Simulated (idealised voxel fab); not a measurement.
Presented below is a process module, voxel transistor to metal.
It is cross-section cut that appears here, measuring 180 nm in width, its square cells being 5 nm in size.
Cross-section = grid of square cells, listed top down in bands; band = one or more rows.
For a band, the entry starts with two heights in nm, that of the top and then that of the bottom, and carries on with the band's materials in order from left to right, each alongside its width in nm; the word "full width" beside a single material means it fills the band edge to edge, and "air" means empty space.
All heights in this document are referenced to 0, defined as the level beneath which the wafer, as received, consists entirely of one material. The lowest band is not bounded below; it extends indefinitely downward and is written in the form "from 0 down".
You'd read "30..40" like this: the band's top row of cells is as wide as the first number, its bottom row is as wide as the second, and going down, every row changes width by the same amount as the row before did.
Reading "nothing different" for a step: not a cell of the cross-section changed in it.
For the entry "Completely sealed voids", the listed items are empty spaces with no open way to the top whose size is 8 cells or more; each item follows the pattern width x height at distance, where distance is from the left edge and all three are in nm.
What comes after the settings on a step's line is commentary from the simulator itself on that step.
Steps that use a mask can have "overlay nm" on their line. It says how far the mask sat to the right of where it was meant to be. Negative means to the left.
**Steps planned for the process**
1: RECEIVE [material Si]
2: CONFORMAL_DEP [material SiO2] [thk nm 5]
3: CONFORMAL_DEP [material SiN] [thk nm 10]
4: MASKED_ETCH [tone cover] [mask id ACTIVE] [width nm 110] [etch materials SiN] [depth nm 10] [overlay nm 0]
5: MASKED_ETCH [tone cover] [mask id ACTIVE] [width nm 110] [etch materials SiO2] [depth nm 5] [overlay nm 0]
6: MASKED_ETCH [tone cover] [mask id ACTIVE] [width nm 110] [etch materials Si] [depth nm 30] [overlay nm 0]
7: OXIDIZE [depth nm 5]
8: FILL_DEP [material SiO2] [thk nm 5]
9: CMP [height nm 15]
10: SELECTIVE_ETCH [etch materials SiO2] [depth nm 10]
11: STRIP [etch materials SiN]
12: SELECTIVE_ETCH [etch materials SiO2] [depth nm 5]
13: OXIDIZE [depth nm 5]
14: DIRECTIONAL_DEP [material polySi] [thk nm 20]
15: DIRECTIONAL_DEP [material SiCN] [thk nm 10]
16: PATTERN [tone cover] [mask id GATE] [material resist] [width nm 30] [thk nm 15] [overlay nm 0]
17: DIRECTIONAL_ETCH [etch materials SiCN] [depth nm 20]
18: DIRECTIONAL_ETCH [etch materials polySi] [depth nm 30]
19: STRIP [etch materials resist]
20: CONFORMAL_DEP [material SiN] [thk nm 10]
21: DIRECTIONAL_ETCH [etch materials SiN] [depth nm 10]
22: DIRECTIONAL_ETCH [etch materials SiO2] [depth nm 5]
23: EPI [material pSi] [thk nm 5]
24: FILL_DEP [material SiO2] [thk nm 10]
25: CMP [height nm 20]
26: STRIP [etch materials polySi]
27: SELECTIVE_ETCH [etch materials SiO2] [depth nm 5]
28: CONFORMAL_DEP [material HfO2] [thk nm 5]
29: CONFORMAL_DEP [material TiN] [thk nm 5]
30: FILL_DEP [material W] [thk nm 10]
31: CMP [height nm 15]
32: DIRECTIONAL_DEP [material SiO2] [thk nm 10]
33: MASKED_ETCH [tone open] [mask id CONTACT] [width nm 20] [pitch nm 80] [etch materials SiO2] [depth nm 25] [overlay nm 0]
34: CONFORMAL_DEP [material TiN] [thk nm 5]
35: FILL_DEP [material Ru] [thk nm 5]
36: CMP [height nm 25]
37: CONFORMAL_DEP [material SiN] [thk nm 5]
38: DIRECTIONAL_DEP [material lowk] [thk nm 20]
39: DIRECTIONAL_DEP [material aC] [thk nm 15]
40: PATTERN [tone open] [mask id METAL_1] [material resist] [width nm 20] [pitch nm 80] [thk nm 30] [overlay nm 0]
41: DIRECTIONAL_ETCH [etch materials aC] [depth nm 15]
42: STRIP [etch materials resist]
43: DIRECTIONAL_ETCH [etch materials lowk] [depth nm 20]
44: DIRECTIONAL_ETCH [etch materials SiN] [depth nm 5]
45: STRIP [etch materials aC]
46: CONFORMAL_DEP [material TiN] [thk nm 5]
47: FILL_DEP [material Cu] [thk nm 5]
48: CMP [height nm 50]
49: CONFORMAL_DEP [material SiCN] [thk nm 5]
50: DIRECTIONAL_DEP [material SiO2] [thk nm 30]
51: MASKED_ETCH [tone open] [mask id METAL_2_HOLES] [width nm 15] [pitch nm 80] [etch materials SiO2] [depth nm 30] [overlay nm 0]
52: MASKED_ETCH [tone open] [mask id METAL_2] [width nm 20] [pitch nm 80] [etch materials SiO2] [depth nm 20] [overlay nm 0]
53: MASKED_ETCH [tone open] [mask id METAL_2] [width nm 20] [pitch nm 80] [etch materials SiCN] [depth nm 5] [overlay nm 0]
54: CONFORMAL_DEP [material TiN] [thk nm 5]
55: FILL_DEP [material Ru] [thk nm 10]
56: CMP [height nm 85]
57: CONFORMAL_DEP [material SiN] [thk nm 5]
**Step 1 complete: cross-section of the wafer as received**
	from 0 down = Si full width
	Completely sealed voids: none
**a wafer at the end: this start, this plan, one mistake**
	from 90 to 85 = SiN full width
	from 85 to 70 = 40 SiO2; 5 TiN; 10 Ru; 5 TiN; 60 SiO2; 5 TiN; 10 Ru; 5 TiN; 40 SiO2
	from 70 to 65 = 40 SiO2; 5 TiN; 5 Ru; 10 TiN; 60 SiO2; 5 TiN; 5 Ru; 10 TiN; 40 SiO2
	from 65 to 55 = 40 SiO2; 5 TiN; 5 Ru; 5 TiN; 65 SiO2; 5 TiN; 5 Ru; 5 TiN; 45 SiO2
	from 55 to 50 = 40 SiCN; 15 TiN; 65 SiCN; 15 TiN; 45 SiCN
	from 50 to 30 = 40 lowk; 5 TiN; 10 Cu; 5 TiN; 60 lowk; 5 TiN; 10 Cu; 5 TiN; 40 lowk
	from 30 to 25 = 40 SiN; 20 TiN; 60 SiN; 20 TiN; 40 SiN
	from 25 to 20 = 40 SiO2; 5 TiN; 10 Ru; 5 TiN; 60 SiO2; 5 TiN; 10 Ru; 5 TiN; 40 SiO2
	from 20 to 15 = 40 SiO2; 20 TiN; 60 SiO2; 20 TiN; 40 SiO2
	from 15 to 5 = 65 W; 5 TiN; 5 HfO2; 10 SiN; 10 SiO2; 10 SiN; 5 HfO2; 5 TiN; 65 W
	from 5 to 0 = 70 TiN; 5 HfO2; 10 SiN; 10 SiO2; 10 SiN; 5 HfO2; 70 TiN
	from 0 to -5 = 80 HfO2; 5 SiO2; 10 pSi; 5 SiO2; 80 HfO2
	from -5 to -35 = 40 SiO2; 100 Si; 40 SiO2
	from -35 down = Si full width
	Completely sealed voids: none
Diagnosis: it should be noted that step 16 was executed with settings other than those planned, the operation and settings actually applied being PATTERN [tone open] [mask id GATE] [material resist] [width nm 30] [thk nm 15] [overlay nm 0]
